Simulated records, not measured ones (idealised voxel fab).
Process module heading - voxel double patterning
Section shown: cut. Width: 255 nm. Cell size: 5 nm, square.
Think of the cross-section as a grid of square cells. We describe it in bands, top to bottom, and each band covers one or more rows of those cells.
In this notation a band is specified by the heights of its top and bottom, in that order and in nm, after which its materials appear from left to right, each paired with its width in nm. The word "edge to edge" attached to a single material means that material fills the band from edge to edge; the word "empty" stands for empty space.
Heights are reckoned from 0. Under this level, the received wafer is all of one material. The bottommost band is open-ended downward, for example "0 and below".
It should be noted that a width expressed as "30 to 40" varies in equal increments from row to row of cells within the band, taking the value of the first number at the top row and that of the second number at the bottom row.
What does "remained the same" mean for a step? It means no cell of the cross-section changed in that step.
Heads up: "Enclosed cavities" only lists the empty pockets with no open path to the top that are 8 cells or more, and it writes them as width x height at distance, distance from the left edge, in nm.
It should be noted that, on the line of a given step, the content following the step's settings is a remark produced by the simulator itself with respect to that step.
On any step carrying a mask, the "overlay nm" setting, if present on the step's line, tells how far right of its planned place the mask lay; negative values point to the left.
[Process steps foreseen in the plan]
| 1 | RECEIVE (material Si) |
| 2 | CONFORMAL_DEP (material SiO2; thk nm 5) |
| 3 | DIRECTIONAL_DEP (material polySi; thk nm 10) |
| 4 | DIRECTIONAL_DEP (material SiN; thk nm 5) |
| 5 | PATTERN (tone open; mask id FIRST; material resist; width nm 15; pitch nm 50; thk nm 20; overlay nm 0) |
| 6 | DIRECTIONAL_ETCH (etch materials SiN; depth nm 5) |
| 7 | STRIP (etch materials resist) |
| 8 | DIRECTIONAL_DEP (material aC; thk nm 10) |
| 9 | PATTERN (tone open; mask id SECOND; material resist; width nm 15; pitch nm 50; thk nm 30; overlay nm 0) |
| 10 | DIRECTIONAL_ETCH (etch materials aC; depth nm 10) |
| 11 | STRIP (etch materials resist) |
| 12 | DIRECTIONAL_ETCH (etch materials SiN; depth nm 5) |
| 13 | STRIP (etch materials aC) |
| 14 | DIRECTIONAL_ETCH (etch materials polySi; depth nm 10) |
| 15 | STRIP (etch materials SiN) |
[As-received state of the wafer in cross-section, equivalent to post-step 1]
    0 and below: Si edge to edge
    Enclosed cavities: none
[a wafer at the end: this start, this plan, one mistake]
    20 down to 10: polySi (70), then empty (15), then polySi (10), then empty (15), then polySi (10), then empty (15), then polySi (10), then empty (15), then polySi (10), then empty (15), then polySi (70)
    10 down to 5: polySi edge to edge
    5 down to 0: SiO2 edge to edge
    0 and below: Si edge to edge
    Enclosed cavities: none
Deviation from plan: step 3 was processed under conditions differing from the plan, specifically as DIRECTIONAL_DEP (material polySi; thk nm 15)
